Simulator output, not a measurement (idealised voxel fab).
You're looking at the process module voxel wiring stack.
FYI the section here is cut, 245 nm wide, cells are 5 nm squares.
Cross-section format: a grid of square cells, given as bands from top to bottom; each band is one or more rows of cells.
It is stipulated that each band's entry specify, in nanometres, the height of the top of the band and then that of its bottom, followed by the materials of the band in left-to-right sequence, each together with its width in nanometres. A single material marked by the word "edge to edge" is understood to fill the band from edge to edge; the word "empty" is understood to denote empty space.
Zero point of the height axis is 0; under it, received wafer = one material. Lowest band: continues down indefinitely, "0..down".
When a width is written as two numbers, as in "30 to 40", the first number is the width in the top row of cells of the band and the second is the width in its bottom row, and the width changes by the same amount from each row to the next.
"no alterations made" means the step left every cell of the cross-section as it was.
Enclosed voids (no open way to top), threshold 8 cells or more, entry "Enclosed cavities", notation width x height at distance, distance from left edge, nm.
On a step's line, text after the settings is the simulator commenting on that step.
You can add "overlay nm" to a step's line. For a step with a mask, it describes how far the mask lay to the right of its planned position, and a negative number describes a lay to the left.
[List of planned process steps]
1) RECEIVE (material Si)
2) CONFORMAL_DEP (material SiO2; thk nm 10)
3) CONFORMAL_DEP (material SiN; thk nm 5)
4) DIRECTIONAL_DEP (material SiO2; thk nm 20)
5) DIRECTIONAL_DEP (material aC; thk nm 10)
6) PATTERN (tone open; mask id METAL_1; material resist; width nm 30; pitch nm 55; thk nm 25; overlay nm 0)
7) DIRECTIONAL_ETCH (etch materials aC; depth nm 10)
8) STRIP (etch materials resist)
9) DIRECTIONAL_ETCH (etch materials SiO2; depth nm 20)
10) DIRECTIONAL_ETCH (etch materials SiN; depth nm 5)
11) STRIP (etch materials aC)
12) CONFORMAL_DEP (material TiN; thk nm 5)
13) FILL_DEP (material Ru; thk nm 5)
14) CMP (height nm 35)
15) CONFORMAL_DEP (material SiCN; thk nm 5)
16) DIRECTIONAL_DEP (material SiO2; thk nm 10)
17) PATTERN (tone open; mask id PLUG_1; material resist; width nm 15; pitch nm 55; thk nm 15; overlay nm 0)
18) DIRECTIONAL_ETCH (etch materials SiO2; depth nm 10)
19) DIRECTIONAL_ETCH (etch materials SiCN; depth nm 5)
20) STRIP (etch materials resist)
21) EPI (material Ru; thk nm 10)
22) EPI (material Ru; thk nm 5)
23) DIRECTIONAL_DEP (material TiN; thk nm 5)
24) DIRECTIONAL_DEP (material W; thk nm 25)
25) MASKED_ETCH (tone cover; mask id METAL_2; width nm 30; pitch nm 55; etch materials W; depth nm 25; overlay nm 0)
26) MASKED_ETCH (tone cover; mask id METAL_2; width nm 30; pitch nm 55; etch materials TiN; depth nm 5; overlay nm 0)
27) CONFORMAL_DEP (material SiN; thk nm 5)
28) FILL_DEP (material lowk; thk nm 5)
29) CMP (height nm 80)
30) CONFORMAL_DEP (material SiCN; thk nm 5)
31) DIRECTIONAL_DEP (material SiO2; thk nm 10)
32) MASKED_ETCH (tone open; mask id PLUG_2; width nm 15; pitch nm 55; etch materials SiO2; depth nm 10; overlay nm 0)
33) MASKED_ETCH (tone open; mask id PLUG_2; width nm 15; pitch nm 55; etch materials SiCN; depth nm 5; overlay nm 0)
34) EPI (material Ru; thk nm 10)
35) EPI (material Ru; thk nm 5)
36) CONFORMAL_DEP (material SiCN; thk nm 5)
37) DIRECTIONAL_DEP (material lowk; thk nm 25)
38) MASKED_ETCH (tone open; mask id METAL_3; width nm 30; pitch nm 55; etch materials lowk; depth nm 25; overlay nm -15)
39) MASKED_ETCH (tone open; mask id METAL_3; width nm 30; pitch nm 55; etch materials SiCN; depth nm 5; overlay nm 0)
40) CONFORMAL_DEP (material TiN; thk nm 5)
41) FILL_DEP (material W; thk nm 10)
42) CMP (height nm 125)
43) CONFORMAL_DEP (material SiCN; thk nm 5)
All wafers enter the flow in the same state. The overlay nm at step 38 differs from wafer to wafer, and the plan gives the value for the first wafer.
[First wafer of several, as received: cross-section after step 1]
  0..down: Si edge to edge
  Enclosed cavities: none
[Wafer cross-section (first of several) - module end, post step 43 (last step)]
  130..125: SiCN edge to edge
  125..105: lowk (65), TiN (5), W (20), TiN (5), lowk (25), TiN (5), W (20), TiN (5), lowk (95)
  105..100: lowk (65), TiN (20), W (5), TiN (5), lowk (25), TiN (20), W (5), TiN (5), lowk (95)
  100..95: SiCN (80), TiN (15), SiCN (40), TiN (15), SiCN (95)
  95..85: SiO2 (80), Ru (15), SiO2 (40), Ru (15), SiO2 (95)
  85..80: SiCN (80), Ru (15), SiCN (40), Ru (15), SiCN (95)
  80..55: lowk (75), SiN (5), W (30), SiN (5), lowk (15), SiN (5), W (30), SiN (5), lowk (75)
  55..50: SiN (80), TiN (30), SiN (25), TiN (30), SiN (80)
  50..40: SiO2 (80), Ru (15), SiO2 (40), Ru (15), SiO2 (95)
  40..35: SiCN (80), Ru (15), SiCN (40), Ru (15), SiCN (95)
  35..15: SiO2 (80), TiN (5), Ru (20), TiN (5), SiO2 (25), TiN (5), Ru (20), TiN (5), SiO2 (80)
  15..10: SiN (80), TiN (30), SiN (25), TiN (30), SiN (80)
  10..0: SiO2 edge to edge
  0..down: Si edge to edge
  Enclosed cavities: none
[Here's the last wafer cross-sectioned at the end of the module]
  130..125: SiCN edge to edge
  125..105: lowk (95), TiN (5), W (20), TiN (5), lowk (25), TiN (5), W (20), TiN (5), lowk (65)
  105..100: lowk (95), TiN (5), W (5), TiN (20), lowk (25), TiN (5), W (5), TiN (20), lowk (65)
  100..95: SiCN (95), TiN (15), SiCN (40), TiN (15), SiCN (80)
  95..85: SiO2 (80), Ru (15), SiO2 (40), Ru (15), SiO2 (95)
  85..80: SiCN (80), Ru (15), SiCN (40), Ru (15), SiCN (95)
  80..55: lowk (75), SiN (5), W (30), SiN (5), lowk (15), SiN (5), W (30), SiN (5), lowk (75)
  55..50: SiN (80), TiN (30), SiN (25), TiN (30), SiN (80)
  50..40: SiO2 (80), Ru (15), SiO2 (40), Ru (15), SiO2 (95)
  40..35: SiCN (80), Ru (15), SiCN (40), Ru (15), SiCN (95)
  35..15: SiO2 (80), TiN (5), Ru (20), TiN (5), SiO2 (25), TiN (5), Ru (20), TiN (5), SiO2 (80)
  15..10: SiN (80), TiN (30), SiN (25), TiN (30), SiN (80)
  10..0: SiO2 edge to edge
  0..down: Si edge to edge
  Enclosed cavities: none
[Below, a row for every wafer. Read it as the end-of-module picture: for each material the wafer shows its cells gained (+) or lost (-) since it was received, and then its closed voids]
overlay nm -15 | +68 Ru | +178 SiCN | +94 SiN | +418 SiO2 | +72 TiN | +94 W | +350 lowk | Enclosed cavities: none
overlay nm -10 | +68 Ru | +176 SiCN | +94 SiN | +418 SiO2 | +72 TiN | +96 W | +350 lowk | Enclosed cavities: none
overlay nm -5 | +68 Ru | +174 SiCN | +94 SiN | +418 SiO2 | +72 TiN | +98 W | +350 lowk | Enclosed cavities: none
overlay nm 0 | +68 Ru | +172 SiCN | +94 SiN | +418 SiO2 | +72 TiN | +100 W | +350 lowk | Enclosed cavities: none
overlay nm 5 | +68 Ru | +174 SiCN | +94 SiN | +418 SiO2 | +72 TiN | +98 W | +350 lowk | Enclosed cavities: none
overlay nm 10 | +68 Ru | +176 SiCN | +94 SiN | +418 SiO2 | +72 TiN | +96 W | +350 lowk | Enclosed cavities: none
overlay nm 15 | +68 Ru | +178 SiCN | +94 SiN | +418 SiO2 | +72 TiN | +94 W | +350 lowk | Enclosed cavities: none
